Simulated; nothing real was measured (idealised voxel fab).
Presented below is a process module, voxel quadruple lines.
Cross-sectional view cut (width: 260 nm; square cell size: 5 nm).
Cross-section format: a grid of square cells, given as bands from top to bottom; each band is one or more rows of cells.
The entry gives the band's vertical extent as a top height and a bottom height in nm, then its horizontal make-up as materials from left to right, each with a width in nm. "air" stands for empty space; a single material marked "throughout" fills the band edge to edge.
Heights from 0 (as-received wafer is one material below). Bottom band endless downward, as "from 0 down".
So if you see something like "30..40" for the width, read it as the top row of the band sitting at the first number and the bottom row at the second, with every row in between moving by the same amount as the last.
Step marked "no modifications"? Then no cell in the cross-section changed in it.
Basically, "Enclosed empty spaces" tells you about the enclosed voids: empty spaces with no open way to the top, 8 cells or bigger, each written width x height at distance, where distance is from the left edge, all in nm.
On each step's line, the part that comes after the settings is the simulator's own comment on the step.
Steps that use a mask can have "overlay nm" on their line. It says how far the mask sat to the right of where it was meant to be. Negative means to the left.

PROCESS STEPS - PLAN
1: RECEIVE [material Si]
2: CONFORMAL_DEP [material SiO2] [thk nm 10]
3: DIRECTIONAL_DEP [material Ru] [thk nm 10]
4: DIRECTIONAL_DEP [material polySi] [thk nm 20]
5: DIRECTIONAL_DEP [material aC] [thk nm 20]
6: PATTERN [tone cover] [mask id MANDREL] [material resist] [width nm 35] [pitch nm 100] [thk nm 30] [overlay nm -15]
7: DIRECTIONAL_ETCH [etch materials aC] [depth nm 20]
8: STRIP [etch materials resist]
9: CONFORMAL_DEP [material SiO2] [thk nm 15]
10: DIRECTIONAL_ETCH [etch materials SiO2] [depth nm 15]
11: STRIP [etch materials aC]
12: DIRECTIONAL_ETCH [etch materials polySi] [depth nm 20]
13: STRIP [etch materials SiO2]
14: CONFORMAL_DEP [material SiCN] [thk nm 10]
15: DIRECTIONAL_ETCH [etch materials SiCN] [depth nm 10]
16: STRIP [etch materials polySi]
17: DIRECTIONAL_ETCH [etch materials Ru] [depth nm 10]
18: STRIP [etch materials SiCN]
19: FILL_DEP [material lowk] [thk nm 5]
20: CMP [height nm 20]
The plan shows the overlay nm of step 6 as the first wafer had it; this setting differs between the wafers, which start out alike.

AS-RECEIVED CROSS-SECTION, FIRST OF SEVERAL WAFERS, POST STEP 1
* from 0 down | Si throughout
* Enclosed empty spaces: none

EACH ROW BELOW IS A WAFER AT THE END OF THE MODULE, LISTING FOR EVERY MATERIAL THE NUMBER OF CELLS IT HAS GAINED (+) OR LOST (-) SINCE IT WAS RECEIVED, FOLLOWED BY ITS CLOSED VOIDS
overlay nm -15, +32 Ru, +104 SiO2, +72 lowk, Enclosed empty spaces: none
overlay nm -10, +32 Ru, +104 SiO2, +72 lowk, Enclosed empty spaces: none
overlay nm -5, +32 Ru, +104 SiO2, +72 lowk, Enclosed empty spaces: none
overlay nm 0, +32 Ru, +104 SiO2, +72 lowk, Enclosed empty spaces: none
overlay nm 5, +32 Ru, +104 SiO2, +72 lowk, Enclosed empty spaces: none
overlay nm 10, +32 Ru, +104 SiO2, +72 lowk, Enclosed empty spaces: none
overlay nm 15, +32 Ru, +104 SiO2, +72 lowk, Enclosed empty spaces: none
